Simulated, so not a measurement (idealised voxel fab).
Title: Process Module voxel trench capacitor
We display cut, a cross-section 290 nm in width whose square cells are each 5 nm.
Cross-section, as written here: a square-cell grid given band by band from the top down, where a band holds one or more rows of cells. First you get the band's top height and its bottom height, in nm, and then the materials it's made of, left to right, with each width in nm. If you see a single material with "all across", that one covers the band edge to edge. "empty" is empty space. A quick word on heights: they are counted from 0, and under that level the wafer as it came to us is one material throughout. The lowest band is different from the rest in having no bottom; it simply continues downward, written as in "0 down". Width "30->40": first value at the band's top row of cells, second value at its bottom row, equal change from row to row. Given "all unchanged" for a step, no cell of the cross-section differs between before and after that step. Enclosed voids (no open way to top), threshold 8 cells or more, entry "Voids lacking openings", notation width x height at distance, distance from left edge, nm. Text after the settings on a step's line: the simulator's own remark on that step. "overlay nm" on a masked step: distance the mask lay right of its planned place, negative for left.

## List of planned process steps
1: RECEIVE (material Si)
2: CONFORMAL_DEP (material SiN; thk nm 10)
3: PATTERN (tone open; mask id TRENCH; material resist; width nm 15; pitch nm 35; thk nm 15; overlay nm 0)
4: DIRECTIONAL_ETCH (etch materials SiN; depth nm 10)
5: DIRECTIONAL_ETCH (etch materials Si; depth nm 25)
6: STRIP (etch materials resist)
7: CONFORMAL_DEP (material Al2O3; thk nm 5)
8: FILL_DEP (material polySi; thk nm 10)
9: CMP (height nm 10)

## So, the first of our two wafers, run just as we planned it

## Cross-section, incoming material, after step 1
* 0 down  Si all across
* Voids lacking openings: none

## Cross-section: wafer state after step 2
* 10 to 0  SiN all across
* Below 0, no change.

## Cross-section: wafer state after step 3
* 25 to 10  resist 100, empty 15, resist 20, empty 15, resist 20, empty 15, resist 105
* Below 10, no change.

## Cross-section: wafer state after step 4
* 25 to 10  resist 100, empty 15, resist 20, empty 15, resist 20, empty 15, resist 105
* 10 to 0  SiN 100, empty 15, SiN 20, empty 15, SiN 20, empty 15, SiN 105
* Below 0, no change.

## Cross-section: wafer state after step 5
* 25 to 10  resist 100, empty 15, resist 20, empty 15, resist 20, empty 15, resist 105
* 10 to 0  SiN 100, empty 15, SiN 20, empty 15, SiN 20, empty 15, SiN 105
* 0 to -25  Si 100, empty 15, Si 20, empty 15, Si 20, empty 15, Si 105
* Below -25, no change.

## Cross-section: wafer state after step 6
* 10 to 0  SiN 100, empty 15, SiN 20, empty 15, SiN 20, empty 15, SiN 105
* Below 0, no change.

## Cross-section: wafer state after step 7
* 15 to 10  Al2O3 105, empty 5, Al2O3 30, empty 5, Al2O3 30, empty 5, Al2O3 110
* 10 to 0  SiN 100, Al2O3 5, empty 5, Al2O3 5, SiN 20, Al2O3 5, empty 5, Al2O3 5, SiN 20, Al2O3 5, empty 5, Al2O3 5, SiN 105
* 0 to -20  Si 100, Al2O3 5, empty 5, Al2O3 5, Si 20, Al2O3 5, empty 5, Al2O3 5, Si 20, Al2O3 5, empty 5, Al2O3 5, Si 105
* -20 to -25  Si 100, Al2O3 15, Si 20, Al2O3 15, Si 20, Al2O3 15, Si 105
* Below -25, no change.

## Cross-section: wafer state after step 8
* 25 to 15  polySi all across
* 15 to 10  Al2O3 105, polySi 5, Al2O3 30, polySi 5, Al2O3 30, polySi 5, Al2O3 110
* 10 to 0  SiN 100, Al2O3 5, polySi 5, Al2O3 5, SiN 20, Al2O3 5, polySi 5, Al2O3 5, SiN 20, Al2O3 5, polySi 5, Al2O3 5, SiN 105
* 0 to -20  Si 100, Al2O3 5, polySi 5, Al2O3 5, Si 20, Al2O3 5, polySi 5, Al2O3 5, Si 20, Al2O3 5, polySi 5, Al2O3 5, Si 105
* Below -20, no change.

## Cross-section: wafer state after step 9
* 10 to 0  SiN 100, Al2O3 5, polySi 5, Al2O3 5, SiN 20, Al2O3 5, polySi 5, Al2O3 5, SiN 20, Al2O3 5, polySi 5, Al2O3 5, SiN 105
* Below 0, no change.

## What follows concerns the second wafer, which started out like the first and was meant to follow the very same plan; one mistake crept in when it was run, but everything up to and including step 2 is the same as for the first wafer

## Second wafer, cross-section, planned end of step 3
* 25 to 10  resist 100, empty 20, resist 15, empty 20, resist 15, empty 20, resist 100
* Below 10, no change.

## Second wafer, cross-section, planned end of step 4
* 25 to 10  resist 100, empty 20, resist 15, empty 20, resist 15, empty 20, resist 100
* 10 to 0  SiN 100, empty 20, SiN 15, empty 20, SiN 15, empty 20, SiN 100
* Below 0, no change.

## Second wafer, cross-section, planned end of step 5
* 25 to 10  resist 100, empty 20, resist 15, empty 20, resist 15, empty 20, resist 100
* 10 to 0  SiN 100, empty 20, SiN 15, empty 20, SiN 15, empty 20, SiN 100
* 0 to -25  Si 100, empty 20, Si 15, empty 20, Si 15, empty 20, Si 100
* Below -25, no change.

## Second wafer, cross-section, planned end of step 6
* 10 to 0  SiN 100, empty 20, SiN 15, empty 20, SiN 15, empty 20, SiN 100
* Below 0, no change.

## Second wafer, cross-section, planned end of step 7
* 15 to 10  Al2O3 105, empty 10, Al2O3 25, empty 10, Al2O3 25, empty 10, Al2O3 105
* 10 to 0  SiN 100, Al2O3 5, empty 10, Al2O3 5, SiN 15, Al2O3 5, empty 10, Al2O3 5, SiN 15, Al2O3 5, empty 10, Al2O3 5, SiN 100
* 0 to -20  Si 100, Al2O3 5, empty 10, Al2O3 5, Si 15, Al2O3 5, empty 10, Al2O3 5, Si 15, Al2O3 5, empty 10, Al2O3 5, Si 100
* -20 to -25  Si 100, Al2O3 20, Si 15, Al2O3 20, Si 15, Al2O3 20, Si 100
* Below -25, no change.

## Second wafer, cross-section, planned end of step 8
* 25 to 15  polySi all across
* 15 to 10  Al2O3 105, polySi 10, Al2O3 25, polySi 10, Al2O3 25, polySi 10, Al2O3 105
* 10 to 0  SiN 100, Al2O3 5, polySi 10, Al2O3 5, SiN 15, Al2O3 5, polySi 10, Al2O3 5, SiN 15, Al2O3 5, polySi 10, Al2O3 5, SiN 100
* 0 to -20  Si 100, Al2O3 5, polySi 10, Al2O3 5, Si 15, Al2O3 5, polySi 10, Al2O3 5, Si 15, Al2O3 5, polySi 10, Al2O3 5, Si 100
* Below -20, no change.

## Second wafer, cross-section, planned end of step 9
* 10 to 0  SiN 100, Al2O3 5, polySi 10, Al2O3 5, SiN 15, Al2O3 5, polySi 10, Al2O3 5, SiN 15, Al2O3 5, polySi 10, Al2O3 5, SiN 100
* Below 0, no change.
Nonconformance to the process plan: planned and actual differ for step 3; actual: PATTERN (tone open; mask id TRENCH; material resist; width nm 20; pitch nm 35; thk nm 15; overlay nm 0)
The final cell counts differ between the wafers, with the second having more or fewer of some materials than the first: +3 Al2O3 | -15 Si | -6 SiN | +18 polySi
